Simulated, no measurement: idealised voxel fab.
Proc. module: voxel capacitor over wiring
Cross-section cut: width 295 nm, square cells of 5 nm.
Think of the cross-section as a grid of square cells. We describe it in bands, top to bottom, and each band covers one or more rows of those cells.
In this notation a band is specified by the heights of its top and bottom, in that order and in nm, after which its materials appear from left to right, each paired with its width in nm. The word "throughout" attached to a single material means that material fills the band from edge to edge; the word "empty" stands for empty space.
Basically, 0 is our baseline, since under it the wafer straight out of the box is all one material. The bottom band has no lower end and keeps on going down, so it looks like "z 0 and below".
Width spec "30..40" -> top row of cells at first value, bottom row at second value, equal per-row change in between.
"remained the same" for a step: no cell of the cross-section changed in that step.
Enclosed voids (no open way to top), threshold 8 cells or more, entry "Voids lacking openings", notation width x height at distance, distance from left edge, nm.
Text after the settings on a step's line: the simulator's own remark on that step.
"overlay nm", when on a step's line for a step with a mask, measures how far to the right of its planned place the mask lay; a negative measure means to the left.

## This section lists the process steps that were planned
1. RECEIVE [material Si]
2. CONFORMAL_DEP [material SiO2] [thk nm 15]
3. DIRECTIONAL_DEP [material TiN] [thk nm 5]
4. DIRECTIONAL_DEP [material W] [thk nm 15]
5. PATTERN [tone cover] [mask id METAL_1] [material resist] [width nm 25] [pitch nm 95] [thk nm 15] [overlay nm 0]
6. DIRECTIONAL_ETCH [etch materials W] [depth nm 15]
7. DIRECTIONAL_ETCH [etch materials TiN] [depth nm 5]
8. STRIP [etch materials resist]
9. CONFORMAL_DEP [material SiCN] [thk nm 5]
10. FILL_DEP [material SiO2] [thk nm 5]
11. CMP [height nm 35]
12. CONFORMAL_DEP [material SiCN] [thk nm 5]
13. DIRECTIONAL_DEP [material lowk] [thk nm 15]
14. MASKED_ETCH [tone open] [mask id PLUG_1] [width nm 15] [etch materials lowk] [depth nm 15] [overlay nm 0]
15. MASKED_ETCH [tone open] [mask id PLUG_1] [width nm 15] [etch materials SiCN] [depth nm 5] [overlay nm 0]
16. CONFORMAL_DEP [material TiN] [thk nm 5]
17. FILL_DEP [material Ru] [thk nm 5]
18. CMP [height nm 55]
19. DIRECTIONAL_DEP [material TiN] [thk nm 5]
20. DIRECTIONAL_DEP [material Al2O3] [thk nm 5]
21. DIRECTIONAL_DEP [material TiN] [thk nm 5]
22. DIRECTIONAL_DEP [material aC] [thk nm 15]
23. PATTERN [tone cover] [mask id UPPER_PLATE] [material resist] [width nm 75] [thk nm 35] [overlay nm 0]
24. DIRECTIONAL_ETCH [etch materials aC] [depth nm 15]
25. STRIP [etch materials resist]
26. DIRECTIONAL_ETCH [etch materials TiN] [depth nm 5]
27. DIRECTIONAL_ETCH [etch materials Al2O3] [depth nm 5]
28. STRIP [etch materials aC]
29. DIRECTIONAL_DEP [material aC] [thk nm 10]
30. PATTERN [tone cover] [mask id LOWER_PLATE] [material resist] [width nm 85] [thk nm 25] [overlay nm 0]
31. DIRECTIONAL_ETCH [etch materials aC] [depth nm 10]
32. STRIP [etch materials resist]
33. DIRECTIONAL_ETCH [etch materials TiN] [depth nm 5]
34. STRIP [etch materials aC]
35. FILL_DEP [material SiO2] [thk nm 20]
36. CMP [height nm 85]
37. PATTERN [tone open] [mask id PLUG_2] [material resist] [width nm 15] [thk nm 20] [overlay nm 0]
38. DIRECTIONAL_ETCH [etch materials SiO2] [depth nm 15]
39. STRIP [etch materials resist]
40. CONFORMAL_DEP [material TiN] [thk nm 5]
41. FILL_DEP [material W] [thk nm 5]
42. CMP [height nm 85]
43. CONFORMAL_DEP [material SiN] [thk nm 5]

## First wafer of two (run as planned)

## As-received state of the wafer in cross-section, equivalent to post-step 1
> z 0 and below: Si throughout
> Voids lacking openings: none

## How the wafer stands in section after step 2
> z 15 to 0: SiO2 throughout
> For the remainder of the cross-section, below 0, there is no change.

## How the wafer stands in section after step 3
> z 20 to 15: TiN throughout
> For the remainder of the cross-section, below 15, there is no change.

## How the wafer stands in section after step 4
> z 35 to 20: W throughout
> For the remainder of the cross-section, below 20, there is no change.

## How the wafer stands in section after step 5
> z 50 to 35: 85 empty / 25 resist / 70 empty / 25 resist / 90 empty
> For the remainder of the cross-section, below 35, there is no change.

## How the wafer stands in section after step 6
> z 50 to 35: 85 empty / 25 resist / 70 empty / 25 resist / 90 empty
> z 35 to 20: 85 empty / 25 W / 70 empty / 25 W / 90 empty
> For the remainder of the cross-section, below 20, there is no change.

## How the wafer stands in section after step 7
> z 50 to 35: 85 empty / 25 resist / 70 empty / 25 resist / 90 empty
> z 35 to 20: 85 empty / 25 W / 70 empty / 25 W / 90 empty
> z 20 to 15: 85 empty / 25 TiN / 70 empty / 25 TiN / 90 empty
> For the remainder of the cross-section, below 15, there is no change.

## How the wafer stands in section after step 8
> z 35 to 20: 85 empty / 25 W / 70 empty / 25 W / 90 empty
> For the remainder of the cross-section, below 20, there is no change.

## How the wafer stands in section after step 9
> z 40 to 35: 80 empty / 35 SiCN / 60 empty / 35 SiCN / 85 empty
> z 35 to 20: 80 empty / 5 SiCN / 25 W / 5 SiCN / 60 empty / 5 SiCN / 25 W / 5 SiCN / 85 empty
> z 20 to 15: 85 SiCN / 25 TiN / 70 SiCN / 25 TiN / 90 SiCN
> For the remainder of the cross-section, below 15, there is no change.

## How the wafer stands in section after step 10
> z 45 to 40: SiO2 throughout
> z 40 to 35: 80 SiO2 / 35 SiCN / 60 SiO2 / 35 SiCN / 85 SiO2
> z 35 to 20: 80 SiO2 / 5 SiCN / 25 W / 5 SiCN / 60 SiO2 / 5 SiCN / 25 W / 5 SiCN / 85 SiO2
> For the remainder of the cross-section, below 20, there is no change.

## How the wafer stands in section after step 11
> z 35 to 20: 80 SiO2 / 5 SiCN / 25 W / 5 SiCN / 60 SiO2 / 5 SiCN / 25 W / 5 SiCN / 85 SiO2
> For the remainder of the cross-section, below 20, there is no change.

## How the wafer stands in section after step 12
> z 40 to 35: SiCN throughout
> For the remainder of the cross-section, below 35, there is no change.

## How the wafer stands in section after step 13
> z 55 to 40: lowk throughout
> For the remainder of the cross-section, below 40, there is no change.

## How the wafer stands in section after step 14
> z 55 to 40: 95 lowk / 15 empty / 185 lowk
> For the remainder of the cross-section, below 40, there is no change.

## How the wafer stands in section after step 15
> z 55 to 40: 95 lowk / 15 empty / 185 lowk
> z 40 to 35: 95 SiCN / 15 empty / 185 SiCN
> For the remainder of the cross-section, below 35, there is no change.

## How the wafer stands in section after step 16
> z 60 to 55: 100 TiN / 5 empty / 190 TiN
> z 55 to 40: 95 lowk / 5 TiN / 5 empty / 5 TiN / 185 lowk
> z 40 to 35: 95 SiCN / 15 TiN / 185 SiCN
> For the remainder of the cross-section, below 35, there is no change.

## How the wafer stands in section after step 17
> z 65 to 60: Ru throughout
> z 60 to 55: 100 TiN / 5 Ru / 190 TiN
> z 55 to 40: 95 lowk / 5 TiN / 5 Ru / 5 TiN / 185 lowk
> For the remainder of the cross-section, below 40, there is no change.

## How the wafer stands in section after step 18
> z 55 to 40: 95 lowk / 5 TiN / 5 Ru / 5 TiN / 185 lowk
> For the remainder of the cross-section, below 40, there is no change.

## How the wafer stands in section after step 19
> z 60 to 55: TiN throughout
> For the remainder of the cross-section, below 55, there is no change.

## How the wafer stands in section after step 20
> z 65 to 60: Al2O3 throughout
> For the remainder of the cross-section, below 60, there is no change.

## How the wafer stands in section after step 21
> z 70 to 65: TiN throughout
> For the remainder of the cross-section, below 65, there is no change.

## How the wafer stands in section after step 22
> z 85 to 70: aC throughout
> For the remainder of the cross-section, below 70, there is no change.

## How the wafer stands in section after step 23
> z 120 to 85: 95 empty / 75 resist / 125 empty
> For the remainder of the cross-section, below 85, there is no change.

## How the wafer stands in section after step 24
> z 105 to 85: 95 empty / 75 resist / 125 empty
> z 85 to 70: 95 empty / 75 aC / 125 empty
> For the remainder of the cross-section, below 70, there is no change.

## How the wafer stands in section after step 25
> z 85 to 70: 95 empty / 75 aC / 125 empty
> For the remainder of the cross-section, below 70, there is no change.

## How the wafer stands in section after step 26
> z 85 to 70: 95 empty / 75 aC / 125 empty
> z 70 to 65: 95 empty / 75 TiN / 125 empty
> For the remainder of the cross-section, below 65, there is no change.

## How the wafer stands in section after step 27
> z 85 to 70: 95 empty / 75 aC / 125 empty
> z 70 to 65: 95 empty / 75 TiN / 125 empty
> z 65 to 60: 95 empty / 75 Al2O3 / 125 empty
> For the remainder of the cross-section, below 60, there is no change.

## How the wafer stands in section after step 28
> z 70 to 65: 95 empty / 75 TiN / 125 empty
> For the remainder of the cross-section, below 65, there is no change.

## How the wafer stands in section after step 29
> z 80 to 70: 95 empty / 75 aC / 125 empty
> z 70 to 65: 95 aC / 75 TiN / 125 aC
> z 65 to 60: 95 aC / 75 Al2O3 / 125 aC
> For the remainder of the cross-section, below 60, there is no change.

## How the wafer stands in section after step 30
> z 105 to 80: 90 empty / 85 resist / 120 empty
> z 80 to 70: 90 empty / 5 resist / 75 aC / 5 resist / 120 empty
> For the remainder of the cross-section, below 70, there is no change.

## How the wafer stands in section after step 31
> z 95 to 80: 90 empty / 85 resist / 120 empty
> z 80 to 70: 90 empty / 5 resist / 75 aC / 5 resist / 120 empty
> z 70 to 65: 90 empty / 5 aC / 75 TiN / 5 aC / 120 empty
> z 65 to 60: 90 empty / 5 aC / 75 Al2O3 / 5 aC / 120 empty
> For the remainder of the cross-section, below 60, there is no change.

## How the wafer stands in section after step 32
> z 80 to 70: 95 empty / 75 aC / 125 empty
> For the remainder of the cross-section, below 70, there is no change.

## How the wafer stands in section after step 33
> z 80 to 70: 95 empty / 75 aC / 125 empty
> z 70 to 65: 90 empty / 5 aC / 75 TiN / 5 aC / 120 empty
> z 65 to 60: 90 empty / 5 aC / 75 Al2O3 / 5 aC / 120 empty
> z 60 to 55: 90 empty / 85 TiN / 120 empty
> For the remainder of the cross-section, below 55, there is no change.

## How the wafer stands in section after step 34
> z 70 to 65: 95 empty / 75 TiN / 125 empty
> z 65 to 60: 95 empty / 75 Al2O3 / 125 empty
> For the remainder of the cross-section, below 60, there is no change.

## How the wafer stands in section after step 35
> z 90 to 70: SiO2 throughout
> z 70 to 65: 95 SiO2 / 75 TiN / 125 SiO2
> z 65 to 60: 95 SiO2 / 75 Al2O3 / 125 SiO2
> z 60 to 55: 90 SiO2 / 85 TiN / 120 SiO2
> For the remainder of the cross-section, below 55, there is no change.

## How the wafer stands in section after step 36
> z 85 to 70: SiO2 throughout
> For the remainder of the cross-section, below 70, there is no change.

## How the wafer stands in section after step 37
> z 105 to 85: 105 resist / 15 empty / 175 resist
> For the remainder of the cross-section, below 85, there is no change.

## How the wafer stands in section after step 38
> z 105 to 85: 105 resist / 15 empty / 175 resist
> z 85 to 70: 105 SiO2 / 15 empty / 175 SiO2
> For the remainder of the cross-section, below 70, there is no change.

## How the wafer stands in section after step 39
> z 85 to 70: 105 SiO2 / 15 empty / 175 SiO2
> For the remainder of the cross-section, below 70, there is no change.

## How the wafer stands in section after step 40
> z 90 to 85: 110 TiN / 5 empty / 180 TiN
> z 85 to 75: 105 SiO2 / 5 TiN / 5 empty / 5 TiN / 175 SiO2
> z 75 to 65: 105..95 SiO2 / 15..75 TiN / 175..125 SiO2
> For the remainder of the cross-section, below 65, there is no change.

## How the wafer stands in section after step 41
> z 95 to 90: W throughout
> z 90 to 85: 110 TiN / 5 W / 180 TiN
> z 85 to 75: 105 SiO2 / 5 TiN / 5 W / 5 TiN / 175 SiO2
> For the remainder of the cross-section, below 75, there is no change.

## How the wafer stands in section after step 42
> z 85 to 75: 105 SiO2 / 5 TiN / 5 W / 5 TiN / 175 SiO2
> For the remainder of the cross-section, below 75, there is no change.

## How the wafer stands in section after step 43
> z 90 to 85: SiN throughout
> For the remainder of the cross-section, below 85, there is no change.

## Notes, second wafer: start = first wafer's, plan = first wafer's, execution had one mistake; history identical to first through step 29

## Second wafer, cut view, end of step 30 per plan
> z 105 to 80: 95 empty / 75 resist / 125 empty
> For the remainder of the cross-section, below 80, there is no change.

## Second wafer, cut view, end of step 31 per plan
> z 95 to 80: 95 empty / 75 resist / 125 empty
> z 80 to 70: 95 empty / 75 aC / 125 empty
> z 70 to 65: 95 empty / 75 TiN / 125 empty
> z 65 to 60: 95 empty / 75 Al2O3 / 125 empty
> For the remainder of the cross-section, below 60, there is no change.

## Second wafer, cut view, end of step 32 per plan
> z 80 to 70: 95 empty / 75 aC / 125 empty
> For the remainder of the cross-section, below 70, there is no change.

## Second wafer, cut view, end of step 33 per plan
> z 80 to 70: 95 empty / 75 aC / 125 empty
> z 70 to 65: 95 empty / 75 TiN / 125 empty
> z 65 to 60: 95 empty / 75 Al2O3 / 125 empty
> z 60 to 55: 95 empty / 75 TiN / 125 empty
> For the remainder of the cross-section, below 55, there is no change.

## Second wafer, cut view, end of step 34 per plan
> z 70 to 65: 95 empty / 75 TiN / 125 empty
> For the remainder of the cross-section, below 65, there is no change.

## Second wafer, cut view, end of step 35 per plan
> z 90 to 70: SiO2 throughout
> z 70 to 65: 95 SiO2 / 75 TiN / 125 SiO2
> z 65 to 60: 95 SiO2 / 75 Al2O3 / 125 SiO2
> z 60 to 55: 95 SiO2 / 75 TiN / 125 SiO2
> For the remainder of the cross-section, below 55, there is no change.

## Second wafer, cut view, end of step 36 per plan
> z 85 to 70: SiO2 throughout
> For the remainder of the cross-section, below 70, there is no change.

## Second wafer, cut view, end of step 37 per plan
> z 105 to 85: 105 resist / 15 empty / 175 resist
> For the remainder of the cross-section, below 85, there is no change.

## Second wafer, cut view, end of step 38 per plan
> z 105 to 85: 105 resist / 15 empty / 175 resist
> z 85 to 70: 105 SiO2 / 15 empty / 175 SiO2
> For the remainder of the cross-section, below 70, there is no change.

## Second wafer, cut view, end of step 39 per plan
> z 85 to 70: 105 SiO2 / 15 empty / 175 SiO2
> For the remainder of the cross-section, below 70, there is no change.

## Second wafer, cut view, end of step 40 per plan
> z 90 to 85: 110 TiN / 5 empty / 180 TiN
> z 85 to 75: 105 SiO2 / 5 TiN / 5 empty / 5 TiN / 175 SiO2
> z 75 to 65: 105..95 SiO2 / 15..75 TiN / 175..125 SiO2
> For the remainder of the cross-section, below 65, there is no change.

## Second wafer, cut view, end of step 41 per plan
> z 95 to 90: W throughout
> z 90 to 85: 110 TiN / 5 W / 180 TiN
> z 85 to 75: 105 SiO2 / 5 TiN / 5 W / 5 TiN / 175 SiO2
> For the remainder of the cross-section, below 75, there is no change.

## Second wafer, cut view, end of step 42 per plan
> z 85 to 75: 105 SiO2 / 5 TiN / 5 W / 5 TiN / 175 SiO2
> For the remainder of the cross-section, below 75, there is no change.

## Second wafer, cut view, end of step 43 per plan
> z 90 to 85: SiN throughout
> For the remainder of the cross-section, below 85, there is no change.
Diagnosis: note that step 30 departed from the planned setting and was carried out as PATTERN [tone cover] [mask id LOWER_PLATE] [material resist] [width nm 75] [thk nm 25] [overlay nm 0]
Materials where the second wafer ends with more or fewer cells than the first: 2 more of SiO2; 2 fewer of TiN
